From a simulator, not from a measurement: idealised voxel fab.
The process module that follows is named voxel spacer lines.
Xsec cut, 255 nm wide, square cell size 5 nm.
Cross-section, as written here: a square-cell grid given band by band from the top down, where a band holds one or more rows of cells. Band: top and bottom heights (nm) first, top before bottom; then materials from left to right, widths in nm. "throughout" marks a sole material filling the band edge to edge. "blank" denotes empty space. Height reference: 0 = level under which incoming wafer is all one material. Lowest band: no bottom, runs on downward, e.g. "0 nm and below". When a width is written as two numbers, as in "30->40", the first number is the width in the top row of cells of the band and the second is the width in its bottom row, and the width changes by the same amount from each row to the next. The cross-section has no changed cell in any step marked "all unchanged". "Fully closed voids" means: voids of 8 cells or more that are shut off from the top with no open way through. Written width x height at distance, distance from the left edge, in nm. Anything after a step's settings on that line? It's the simulator's own note about the step. Regarding "overlay nm": on a step with a mask, it is the distance the mask lay to the right of its planned place; a negative value places it to the left.
This section lists the process steps that were planned:
step 1: RECEIVE with material Si
step 2: CONFORMAL_DEP with material Al2O3, thk nm 10
step 3: DIRECTIONAL_DEP with material W, thk nm 15
step 4: DIRECTIONAL_DEP with material aC, thk nm 30
step 5: PATTERN with tone cover, mask id MANDREL, material resist, width nm 25, pitch nm 80, thk nm 40, overlay nm 0
step 6: DIRECTIONAL_ETCH with etch materials aC, depth nm 30
step 7: STRIP with etch materials resist
step 8: CONFORMAL_DEP with material SiN, thk nm 15
step 9: DIRECTIONAL_ETCH with etch materials SiN, depth nm 15
step 10: STRIP with etch materials aC
step 11: DIRECTIONAL_ETCH with etch materials W, depth nm 15
step 12: STRIP with etch materials SiN
Incoming wafer, cross-sectional view, post step 1:
- 0 nm and below  Si throughout
- Fully closed voids: none
Wafer at module end, in section. Began as above, planned as above, run with one mistake:
- 25 nm to 10 nm  blank (15); W (15); blank (25); W (15); blank (25); W (15); blank (25); W (15); blank (25); W (15); blank (25); W (15); blank (25)
- 10 nm to 0 nm  Al2O3 throughout
- 0 nm and below  Si throughout
- Fully closed voids: none
In executing the process, a mistake was made relative to the plan: step 5 ran with different settings than intended, the actual operation and settings being PATTERN with tone cover, mask id MANDREL, material resist, width nm 25, pitch nm 80, thk nm 40, overlay nm -5
